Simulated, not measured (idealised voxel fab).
The process module presented herein is designated voxel wiring stack.
Each square cell in cross-section cut measures 5 nm, and the section as a whole is 275 nm wide.
Cross-section = grid of square cells, listed top down in bands; band = one or more rows. The band entry comprises the height of the band's top followed by the height of its bottom, expressed in nm, and subsequently the band's materials from left to right, each stated together with its width in nm. Where a single material is marked with the word "full width", that material fills the band from edge to edge. The word "air" represents empty space. A quick word on heights: they are counted from 0, and under that level the wafer as it came to us is one material throughout. The lowest band is different from the rest in having no bottom; it simply continues downward, written as in "z 0 and below". The width entry "30..40" should be interpreted row by row: the top row of cells in the band takes the first number, the bottom row takes the second number, and the change between adjacent rows is uniform throughout. The designation "all unchanged", where it is given for a processing step, indicates that no cell of the cross-section was altered in the course of that step. Closed voids list: empty space of 8 cells or more with no open way to the top, each as width x height at its distance from the left edge, in nm. If you see something after the settings on a step's line, that's the simulator's own remark about that step. A step line may carry the setting "overlay nm", which, for steps involving a mask, states the distance by which the mask lay to the right of its intended position; negative values denote displacement to the left.

[Steps in the process plan]
step 1: RECEIVE,material Si
step 2: CONFORMAL_DEP,material SiO2,thk nm 15
step 3: CONFORMAL_DEP,material SiCN,thk nm 5
step 4: DIRECTIONAL_DEP,material SiO2,thk nm 20
step 5: DIRECTIONAL_DEP,material aC,thk nm 15
step 6: PATTERN,tone open,mask id METAL_1,material resist,width nm 30,pitch nm 45,thk nm 30,overlay nm 0
step 7: DIRECTIONAL_ETCH,etch materials aC,depth nm 15
step 8: STRIP,etch materials resist
step 9: DIRECTIONAL_ETCH,etch materials SiO2,depth nm 20
step 10: DIRECTIONAL_ETCH,etch materials SiCN,depth nm 5
step 11: STRIP,etch materials aC
step 12: CONFORMAL_DEP,material TiN,thk nm 5
step 13: FILL_DEP,material Cu,thk nm 5
step 14: CMP,height nm 40
step 15: CONFORMAL_DEP,material SiCN,thk nm 5
step 16: DIRECTIONAL_DEP,material lowk,thk nm 30
step 17: PATTERN,tone open,mask id METAL_2,material resist,width nm 30,pitch nm 45,thk nm 15,overlay nm 0
step 18: DIRECTIONAL_ETCH,etch materials lowk,depth nm 15
step 19: STRIP,etch materials resist
step 20: PATTERN,tone open,mask id METAL_2_HOLES,material resist,width nm 15,pitch nm 90,thk nm 20,overlay nm 0
step 21: DIRECTIONAL_ETCH,etch materials lowk,depth nm 15
step 22: DIRECTIONAL_ETCH,etch materials SiCN,depth nm 5
step 23: STRIP,etch materials resist
step 24: CONFORMAL_DEP,material TiN,thk nm 5
step 25: FILL_DEP,material Cu,thk nm 5
step 26: CMP,height nm 75
step 27: CONFORMAL_DEP,material SiCN,thk nm 5
step 28: DIRECTIONAL_DEP,material lowk,thk nm 25
step 29: DIRECTIONAL_DEP,material aC,thk nm 15
step 30: PATTERN,tone open,mask id METAL_3,material resist,width nm 30,pitch nm 45,thk nm 30,overlay nm 0
step 31: DIRECTIONAL_ETCH,etch materials aC,depth nm 15
step 32: STRIP,etch materials resist
step 33: DIRECTIONAL_ETCH,etch materials lowk,depth nm 15
step 34: STRIP,etch materials aC
step 35: DIRECTIONAL_DEP,material aC,thk nm 10
step 36: PATTERN,tone open,mask id METAL_3_HOLES,material resist,width nm 15,pitch nm 90,thk nm 25,overlay nm 0
step 37: DIRECTIONAL_ETCH,etch materials aC,depth nm 10
step 38: STRIP,etch materials resist
step 39: DIRECTIONAL_ETCH,etch materials lowk,depth nm 10
step 40: DIRECTIONAL_ETCH,etch materials SiCN,depth nm 5
step 41: STRIP,etch materials aC
step 42: CONFORMAL_DEP,material TiN,thk nm 5
step 43: FILL_DEP,material Cu,thk nm 5
step 44: CMP,height nm 105
step 45: CONFORMAL_DEP,material SiCN,thk nm 5

[As received (post step 1): cross-section]
* z 0 and below: Si full width
* Closed voids list: none

[Looking at the first of two wafers in cross-section at end of module - ran to plan]
* z 110 to 105: SiCN full width
* z 105 to 95: lowk (75), then TiN (5), then Cu (20), then TiN (5), then lowk (15), then TiN (5), then Cu (20), then TiN (5), then lowk (15), then TiN (5), then Cu (20), then TiN (5), then lowk (80)
* z 95 to 90: lowk (75), then TiN (5), then Cu (5), then TiN (20), then lowk (15), then TiN (30), then lowk (15), then TiN (5), then Cu (5), then TiN (20), then lowk (80)
* z 90 to 80: lowk (75), then TiN (5), then Cu (5), then TiN (5), then lowk (75), then TiN (5), then Cu (5), then TiN (5), then lowk (95)
* z 80 to 75: SiCN (75), then TiN (15), then SiCN (75), then TiN (15), then SiCN (95)
* z 75 to 65: lowk (75), then TiN (5), then Cu (20), then TiN (5), then lowk (15), then TiN (5), then Cu (20), then TiN (5), then lowk (15), then TiN (5), then Cu (20), then TiN (5), then lowk (80)
* z 65 to 60: lowk (75), then TiN (5), then Cu (5), then TiN (20), then lowk (15), then TiN (30), then lowk (15), then TiN (5), then Cu (5), then TiN (20), then lowk (80)
* z 60 to 45: lowk (75), then TiN (5), then Cu (5), then TiN (5), then lowk (75), then TiN (5), then Cu (5), then TiN (5), then lowk (95)
* z 45 to 40: SiCN (75), then TiN (15), then SiCN (75), then TiN (15), then SiCN (95)
* z 40 to 20: SiO2 (75), then TiN (5), then Cu (20), then TiN (5), then SiO2 (15), then TiN (5), then Cu (20), then TiN (5), then SiO2 (15), then TiN (5), then Cu (20), then TiN (5), then SiO2 (80)
* z 20 to 15: SiCN (75), then TiN (30), then SiCN (15), then TiN (30), then SiCN (15), then TiN (30), then SiCN (80)
* z 15 to 0: SiO2 full width
* z 0 and below: Si full width
* Closed voids list: none

[Cross-section at end of module for the second wafer of two, which matched the first in starting point and plan and differed by one mistake in its processing]
* z 110 to 105: SiCN full width
* z 105 to 95: lowk (75), then TiN (5), then Cu (20), then TiN (5), then lowk (15), then TiN (5), then Cu (20), then TiN (5), then lowk (15), then TiN (5), then Cu (20), then TiN (5), then lowk (80)
* z 95 to 90: lowk (75), then TiN (5), then Cu (5), then TiN (20), then lowk (15), then TiN (30), then lowk (15), then TiN (5), then Cu (5), then TiN (20), then lowk (80)
* z 90 to 80: lowk (75), then TiN (5), then Cu (5), then TiN (5), then lowk (75), then TiN (5), then Cu (5), then TiN (5), then lowk (95)
* z 80 to 75: SiCN (75), then TiN (15), then SiCN (75), then TiN (15), then SiCN (95)
* z 75 to 65: lowk (75), then TiN (5), then Cu (20), then TiN (5), then lowk (15), then TiN (5), then Cu (20), then TiN (5), then lowk (15), then TiN (5), then Cu (20), then TiN (5), then lowk (80)
* z 65 to 60: lowk (75), then TiN (5), then Cu (5), then TiN (20), then lowk (15), then TiN (30), then lowk (15), then TiN (5), then Cu (5), then TiN (20), then lowk (80)
* z 60 to 45: lowk (75), then TiN (5), then Cu (5), then TiN (5), then lowk (75), then TiN (5), then Cu (5), then TiN (5), then lowk (95)
* z 45 to 40: SiCN (75), then TiN (15), then SiCN (75), then TiN (15), then SiCN (95)
* z 40 to 20: lowk full width
* z 20 to 15: SiCN full width
* z 15 to 0: SiO2 full width
* z 0 and below: Si full width
* Closed voids list: none
Deviation from plan: step 4 did not happen as planned, as run it was DIRECTIONAL_DEP,material lowk,thk nm 20
Bottom line after processing is that, in cells, the second wafer is up or down on some materials versus the first: 48 fewer of Cu, 18 more of SiCN, 148 fewer of SiO2, 42 fewer of TiN, 220 more of lowk
